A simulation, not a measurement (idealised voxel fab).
process module | voxel wiring stack
cross-section cut | 195 nm wide | cells 5 nm
A cross-section is a grid of square cells, given in bands from the top down. A band is one or more rows of cells.
Each band's line starts with the height of the band's top and of its bottom, in nm. Then come its materials from left to right, each with its width in nm. One material with "throughout" fills the band from edge to edge. "air" is empty space.
Height 0 is the level under which the wafer as received is all one material. The lowest band goes on downwards, as in "0 down".
A width such as "30 to 40" changes by the same amount from each row of cells to the next, from the band's top row to its bottom row.
"no change" after a step means that no cell of the cross-section changed.
closed voids: empty space of 8 cells or more with no open way to the top, each as width x height at its distance from the left edge, in nm
after a step's settings: what the simulator itself notes on the step
overlay nm, on a step with a mask: how far to the right of its planned place the mask lay; to the left if negative
plan
1 op RECEIVE | material Si
2 op CONFORMAL_DEP | material SiO2 | thk nm 10
3 op CONFORMAL_DEP | material SiCN | thk nm 5
4 op DIRECTIONAL_DEP | material lowk | thk nm 20
5 op MASKED_ETCH | tone open | mask id METAL_1 | width nm 25 | pitch nm 45 | etch materials lowk | depth nm 20 | overlay nm 0
6 op MASKED_ETCH | tone open | mask id METAL_1 | width nm 25 | pitch nm 45 | etch materials SiCN | depth nm 5 | overlay nm 0
7 op CONFORMAL_DEP | material TiN | thk nm 5
8 op FILL_DEP | material Ru | thk nm 5
9 op CMP | height nm 35
10 op CONFORMAL_DEP | material SiCN | thk nm 5
11 op DIRECTIONAL_DEP | material SiO2 | thk nm 35
12 op MASKED_ETCH | tone open | mask id METAL_2_HOLES | width nm 15 | pitch nm 45 | etch materials SiO2 | depth nm 35 | overlay nm 0
13 op DIRECTIONAL_DEP | material aC | thk nm 15
14 op PATTERN | tone open | mask id METAL_2 | material resist | width nm 25 | pitch nm 45 | thk nm 30 | overlay nm 0
15 op DIRECTIONAL_ETCH | etch materials aC | depth nm 15
16 op STRIP | etch materials resist
17 op DIRECTIONAL_ETCH | etch materials SiO2 | depth nm 20
18 op DIRECTIONAL_ETCH | etch materials SiCN | depth nm 5
19 op STRIP | etch materials aC
20 op CONFORMAL_DEP | material TiN | thk nm 5
21 op FILL_DEP | material Cu | thk nm 5
22 op CMP | height nm 75
23 op CONFORMAL_DEP | material SiCN | thk nm 5
24 op DIRECTIONAL_DEP | material SiO2 | thk nm 10
25 op DIRECTIONAL_DEP | material aC | thk nm 10
26 op PATTERN | tone open | mask id PLUG_2 | material resist | width nm 15 | pitch nm 90 | thk nm 25 | overlay nm 0
27 op DIRECTIONAL_ETCH | etch materials aC | depth nm 10
28 op STRIP | etch materials resist
29 op DIRECTIONAL_ETCH | etch materials SiO2 | depth nm 10
30 op DIRECTIONAL_ETCH | etch materials SiCN | depth nm 5
31 op STRIP | etch materials aC
32 op CONFORMAL_DEP | material TiN | thk nm 5
33 op FILL_DEP | material Cu | thk nm 5
34 op CMP | height nm 90
35 op DIRECTIONAL_DEP | material TiN | thk nm 5
36 op DIRECTIONAL_DEP | material W | thk nm 20
37 op MASKED_ETCH | tone cover | mask id METAL_3 | width nm 25 | pitch nm 45 | etch materials W | depth nm 20 | overlay nm 0
38 op MASKED_ETCH | tone cover | mask id METAL_3 | width nm 25 | pitch nm 45 | etch materials TiN | depth nm 5 | overlay nm 0
39 op CONFORMAL_DEP | material SiCN | thk nm 5
40 op FILL_DEP | material SiO2 | thk nm 10
41 op CMP | height nm 115
42 op CONFORMAL_DEP | material SiN | thk nm 5
as received, after step 1
  0 down: Si throughout
  closed voids: none
a wafer at the end: this start, this plan, one mistake
  120 to 115: SiN throughout
  115 to 95: SiO2 35 | SiCN 5 | W 25 | SiCN 5 | SiO2 10 | SiCN 5 | W 25 | SiCN 5 | SiO2 10 | SiCN 5 | W 25 | SiCN 5 | SiO2 35
  95 to 90: SiCN 40 | TiN 25 | SiCN 20 | TiN 25 | SiCN 20 | TiN 25 | SiCN 40
  90 to 80: SiO2 40 | TiN 5 | Cu 5 | TiN 5 | SiO2 75 | TiN 5 | Cu 5 | TiN 5 | SiO2 50
  80 to 75: SiCN 40 | TiN 15 | SiCN 75 | TiN 15 | SiCN 50
  75 to 60: SiO2 40 | TiN 5 | Cu 15 | TiN 5 | SiO2 20 | TiN 5 | Cu 15 | TiN 5 | SiO2 20 | TiN 5 | Cu 15 | TiN 5 | SiO2 40
  60 to 55: SiO2 40 | TiN 5 | Cu 5 | TiN 15 | SiO2 20 | TiN 5 | Cu 5 | TiN 15 | SiO2 20 | TiN 5 | Cu 5 | TiN 15 | SiO2 40
  55 to 40: SiO2 40 | TiN 5 | Cu 5 | TiN 5 | SiO2 30 | TiN 5 | Cu 5 | TiN 5 | SiO2 30 | TiN 5 | Cu 5 | TiN 5 | SiO2 50
  40 to 35: SiCN 40 | TiN 15 | SiCN 30 | TiN 15 | SiCN 30 | TiN 15 | SiCN 50
  35 to 20: lowk 40 | TiN 5 | Ru 20 | TiN 5 | lowk 15 | TiN 5 | Ru 20 | TiN 5 | lowk 15 | TiN 5 | Ru 20 | TiN 5 | lowk 35
  20 to 15: lowk 40 | TiN 5 | Ru 15 | TiN 10 | lowk 15 | TiN 5 | Ru 15 | TiN 10 | lowk 15 | TiN 5 | Ru 15 | TiN 10 | lowk 35
  15 to 10: SiCN 40 | TiN 25 | SiCN 20 | TiN 25 | SiCN 20 | TiN 25 | SiCN 40
  10 to 0: SiO2 throughout
  0 down: Si throughout
  closed voids: none
what went wrong: step 5 ran as: op MASKED_ETCH | tone open | mask id METAL_1 | width nm 30 | pitch nm 45 | etch materials lowk | depth nm 20 | overlay nm 0
